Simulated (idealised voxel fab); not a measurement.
process module | voxel air gaps
cross-section cut | 245 nm wide | cells 5 nm
A cross-section is a grid of square cells, given in bands from the top down. A band is one or more rows of cells.
Each band's line starts with the height of the band's top and of its bottom, in nm. Then come its materials from left to right, each with its width in nm. One material with "throughout" fills the band from edge to edge. "air" is empty space.
Height 0 is the level under which the wafer as received is all one material. The lowest band goes on downwards, as in "0 down".
A width such as "30 to 40" changes by the same amount from each row of cells to the next, from the band's top row to its bottom row.
"no change" after a step means that no cell of the cross-section changed.
closed voids: empty space of 8 cells or more with no open way to the top, each as width x height at its distance from the left edge, in nm
after a step's settings: what the simulator itself notes on the step
overlay nm, on a step with a mask: how far to the right of its planned place the mask lay; to the left if negative
plan
1 op RECEIVE | material Si
2 op CONFORMAL_DEP | material SiO2 | thk nm 10
3 op CONFORMAL_DEP | material SiN | thk nm 5
4 op DIRECTIONAL_DEP | material lowk | thk nm 40
5 op DIRECTIONAL_DEP | material aC | thk nm 10
6 op PATTERN | tone open | mask id LINES | material resist | width nm 25 | pitch nm 50 | thk nm 30 | overlay nm 0
7 op DIRECTIONAL_ETCH | etch materials aC | depth nm 10
8 op STRIP | etch materials resist
9 op DIRECTIONAL_ETCH | etch materials lowk | depth nm 40
10 op STRIP | etch materials aC
11 op CONFORMAL_DEP | material TiN | thk nm 5
12 op FILL_DEP | material Ru | thk nm 5
13 op CMP | height nm 55
14 op EPI | material Ru | thk nm 10
15 op SELECTIVE_ETCH | etch materials lowk | depth nm 50
16 op CONFORMAL_DEP | material SiN | thk nm 5
as received, after step 1
  0 down: Si throughout
  closed voids: none
first wafer at the end, as planned
  70 to 65: air 45 | SiN 155 | air 45
  65 to 55: air 45 | SiN 5 | Ru 45 | SiN 5 | Ru 45 | SiN 5 | Ru 45 | SiN 5 | air 45
  55 to 50: air 45 | SiN 15 | TiN 5 | Ru 15 | TiN 5 | SiN 25 | TiN 5 | Ru 15 | TiN 5 | SiN 25 | TiN 5 | Ru 15 | TiN 5 | SiN 15 | air 45
  50 to 20: air 55 | SiN 5 | TiN 5 | Ru 15 | TiN 5 | SiN 5 | air 15 | SiN 5 | TiN 5 | Ru 15 | TiN 5 | SiN 5 | air 15 | SiN 5 | TiN 5 | Ru 15 | TiN 5 | SiN 5 | air 55
  20 to 15: SiN 60 | TiN 25 | SiN 25 | TiN 25 | SiN 25 | TiN 25 | SiN 60
  15 to 10: SiN throughout
  10 to 0: SiO2 throughout
  0 down: Si throughout
  closed voids: 15 x 30 at 90; 15 x 30 at 140
second wafer at the end: like start, like plan, one mistake
  70 to 65: air 45 | SiN 155 | air 45
  65 to 55: air 45 | SiN 5 | Ru 45 | SiN 5 | Ru 45 | SiN 5 | Ru 45 | SiN 5 | air 45
  55 to 50: air 45 | SiN 15 | TiN 5 | aC 15 | TiN 5 | SiN 25 | TiN 5 | aC 15 | TiN 5 | SiN 25 | TiN 5 | aC 15 | TiN 5 | SiN 15 | air 45
  50 to 20: air 55 | SiN 5 | TiN 5 | aC 15 | TiN 5 | SiN 5 | air 15 | SiN 5 | TiN 5 | aC 15 | TiN 5 | SiN 5 | air 15 | SiN 5 | TiN 5 | aC 15 | TiN 5 | SiN 5 | air 55
  20 to 15: SiN 60 | TiN 25 | SiN 25 | TiN 25 | SiN 25 | TiN 25 | SiN 60
  15 to 10: SiN throughout
  10 to 0: SiO2 throughout
  0 down: Si throughout
  closed voids: 15 x 30 at 90; 15 x 30 at 140
what went wrong: step 12 ran as: op FILL_DEP | material aC | thk nm 5
at the end the second wafer has, in cells: 63 fewer of Ru | 63 more of aC
